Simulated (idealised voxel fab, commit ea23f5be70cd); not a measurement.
process module | voxel capacitor over wiring
cross-section cut | 170 nm wide | cells 5 nm
A cross-section is a grid of square cells, given in bands from the top down. A band is one or more rows of cells.
Each band's line starts with the height of the band's top and of its bottom, in nm. Then come its materials from left to right, each with its width in nm. One material with "throughout" fills the band from edge to edge. "air" is empty space.
Height 0 is the level under which the wafer as received is all one material. The lowest band goes on downwards, as in "0 down".
A width such as "30 to 40" changes by the same amount from each row of cells to the next, from the band's top row to its bottom row.
"no change" after a step means that no cell of the cross-section changed.
closed voids: empty space of 8 cells or more with no open way to the top, each as width x height at its distance from the left edge, in nm
after a step's settings: what the simulator itself notes on the step
overlay nm, on a step with a mask: how far to the right of its planned place the mask lay; to the left if negative
plan
1 op RECEIVE | material Si
2 op CONFORMAL_DEP | material SiO2 | thk nm 15
3 op CONFORMAL_DEP | material SiN | thk nm 5
4 op DIRECTIONAL_DEP | material SiO2 | thk nm 25
5 op DIRECTIONAL_DEP | material aC | thk nm 15
6 op PATTERN | tone open | mask id METAL_1 | material resist | width nm 30 | pitch nm 90 | thk nm 30 | overlay nm 0
7 op DIRECTIONAL_ETCH | etch materials aC | depth nm 15
8 op STRIP | etch materials resist
9 op DIRECTIONAL_ETCH | etch materials SiO2 | depth nm 25
10 op DIRECTIONAL_ETCH | etch materials SiN | depth nm 5
11 op STRIP | etch materials aC
12 op CONFORMAL_DEP | material TiN | thk nm 5
13 op FILL_DEP | material Cu | thk nm 10
14 op CMP | height nm 45
15 op CONFORMAL_DEP | material SiCN | thk nm 5
16 op DIRECTIONAL_DEP | material SiO2 | thk nm 15
17 op PATTERN | tone open | mask id PLUG_1 | material resist | width nm 15 | thk nm 20 | overlay nm 0
18 op DIRECTIONAL_ETCH | etch materials SiO2 | depth nm 15
19 op DIRECTIONAL_ETCH | etch materials SiCN | depth nm 5
20 op STRIP | etch materials resist
21 op CONFORMAL_DEP | material TiN | thk nm 5
22 op FILL_DEP | material W | thk nm 5
23 op CMP | height nm 65
24 op DIRECTIONAL_DEP | material TiN | thk nm 5
25 op DIRECTIONAL_DEP | material SiN | thk nm 5
26 op DIRECTIONAL_DEP | material TiN | thk nm 5
27 op MASKED_ETCH | tone cover | mask id UPPER_PLATE | width nm 65 | etch materials TiN | depth nm 5 | overlay nm 0
28 op MASKED_ETCH | tone cover | mask id UPPER_PLATE | width nm 65 | etch materials SiN | depth nm 5 | overlay nm 0
29 op DIRECTIONAL_DEP | material aC | thk nm 15
30 op PATTERN | tone cover | mask id LOWER_PLATE | material resist | width nm 75 | thk nm 35 | overlay nm 0
31 op DIRECTIONAL_ETCH | etch materials aC | depth nm 15
32 op STRIP | etch materials resist
33 op DIRECTIONAL_ETCH | etch materials TiN | depth nm 5
34 op STRIP | etch materials aC
35 op FILL_DEP | material SiO2 | thk nm 15
36 op CMP | height nm 90
37 op MASKED_ETCH | tone open | mask id PLUG_2 | width nm 15 | etch materials SiO2 | depth nm 10 | overlay nm 0
38 op CONFORMAL_DEP | material TiN | thk nm 5
39 op FILL_DEP | material Cu | thk nm 5
40 op CMP | height nm 90
41 op CONFORMAL_DEP | material SiCN | thk nm 5
as received, after step 1
  0 down: Si throughout
  closed voids: none
first wafer at the end, as planned
  95 to 90: SiCN throughout
  90 to 85: SiO2 50 | TiN 5 | Cu 5 | TiN 5 | SiO2 105
  85 to 75: SiO2 50 to 40 | TiN 15 to 65 | SiO2 105 to 65
  75 to 70: SiO2 40 | SiN 65 | SiO2 65
  70 to 65: SiO2 35 | TiN 75 | SiO2 60
  65 to 50: SiO2 40 | TiN 5 | W 5 | TiN 5 | SiO2 115
  50 to 45: SiCN 40 | TiN 15 | SiCN 115
  45 to 20: SiO2 25 | TiN 5 | Cu 20 | TiN 5 | SiO2 60 | TiN 5 | Cu 20 | TiN 5 | SiO2 25
  20 to 15: SiN 25 | TiN 30 | SiN 60 | TiN 30 | SiN 25
  15 to 0: SiO2 throughout
  0 down: Si throughout
  closed voids: none
second wafer at the end: like start, like plan, one mistake
  95 to 90: SiCN throughout
  90 to 85: SiO2 60 | TiN 5 | Cu 5 | TiN 5 | SiO2 95
  85 to 75: SiO2 60 to 40 | TiN 15 to 65 | SiO2 95 to 65
  75 to 70: SiO2 40 | SiN 65 | SiO2 65
  70 to 65: SiO2 35 | TiN 75 | SiO2 60
  65 to 50: SiO2 40 | TiN 5 | W 5 | TiN 5 | SiO2 115
  50 to 45: SiCN 40 | TiN 15 | SiCN 115
  45 to 20: SiO2 25 | TiN 5 | Cu 20 | TiN 5 | SiO2 60 | TiN 5 | Cu 20 | TiN 5 | SiO2 25
  20 to 15: SiN 25 | TiN 30 | SiN 60 | TiN 30 | SiN 25
  15 to 0: SiO2 throughout
  0 down: Si throughout
  closed voids: none
what went wrong: step 37 ran as: op MASKED_ETCH | tone open | mask id PLUG_2 | width nm 15 | etch materials SiO2 | depth nm 10 | overlay nm 10
at the end the second wafer has, in cells: as many of each material as the first, in other places
